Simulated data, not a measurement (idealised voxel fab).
process module | voxel quadruple lines
cross-section cut | 205 nm wide | cells 5 nm
A cross-section is a grid of square cells, given in bands from the top down. A band is one or more rows of cells.
Each band's line starts with the height of the band's top and of its bottom, in nm. Then come its materials from left to right, each with its width in nm. One material with "throughout" fills the band from edge to edge. "air" is empty space.
Height 0 is the level under which the wafer as received is all one material. The lowest band goes on downwards, as in "0 down".
A width such as "30 to 40" changes by the same amount from each row of cells to the next, from the band's top row to its bottom row.
"no change" after a step means that no cell of the cross-section changed.
closed voids: empty space of 8 cells or more with no open way to the top, each as width x height at its distance from the left edge, in nm
after a step's settings: what the simulator itself notes on the step
overlay nm, on a step with a mask: how far to the right of its planned place the mask lay; to the left if negative
plan
1 op RECEIVE | material Si
2 op CONFORMAL_DEP | material SiO2 | thk nm 5
3 op DIRECTIONAL_DEP | material Ru | thk nm 15
4 op DIRECTIONAL_DEP | material polySi | thk nm 15
5 op DIRECTIONAL_DEP | material aC | thk nm 20
6 op PATTERN | tone cover | mask id MANDREL | material resist | width nm 25 | thk nm 25 | overlay nm 0
7 op DIRECTIONAL_ETCH | etch materials aC | depth nm 20
8 op STRIP | etch materials resist
9 op CONFORMAL_DEP | material SiO2 | thk nm 15
10 op DIRECTIONAL_ETCH | etch materials SiO2 | depth nm 15
11 op STRIP | etch materials aC
12 op DIRECTIONAL_ETCH | etch materials polySi | depth nm 15
13 op STRIP | etch materials SiO2
14 op CONFORMAL_DEP | material SiCN | thk nm 5
15 op DIRECTIONAL_ETCH | etch materials SiCN | depth nm 5
16 op STRIP | etch materials polySi
17 op DIRECTIONAL_ETCH | etch materials Ru | depth nm 15
18 op STRIP | etch materials SiCN
19 op FILL_DEP | material lowk | thk nm 5
20 op CMP | height nm 20
as received, after step 1
  0 down: Si throughout
  closed voids: none
first wafer at the end, as planned
  20 to 5: lowk 70 | Ru 5 | lowk 15 | Ru 5 | lowk 15 | Ru 5 | lowk 15 | Ru 5 | lowk 70
  5 to 0: SiO2 throughout
  0 down: Si throughout
  closed voids: none
second wafer at the end: like start, like plan, one mistake
  20 to 5: SiO2 70 | Ru 5 | SiO2 15 | Ru 5 | SiO2 15 | Ru 5 | SiO2 15 | Ru 5 | SiO2 70
  5 to 0: SiO2 throughout
  0 down: Si throughout
  closed voids: none
what went wrong: step 19 ran as: op FILL_DEP | material SiO2 | thk nm 5
at the end the second wafer has, in cells: 111 more of SiO2 | 111 fewer of lowk
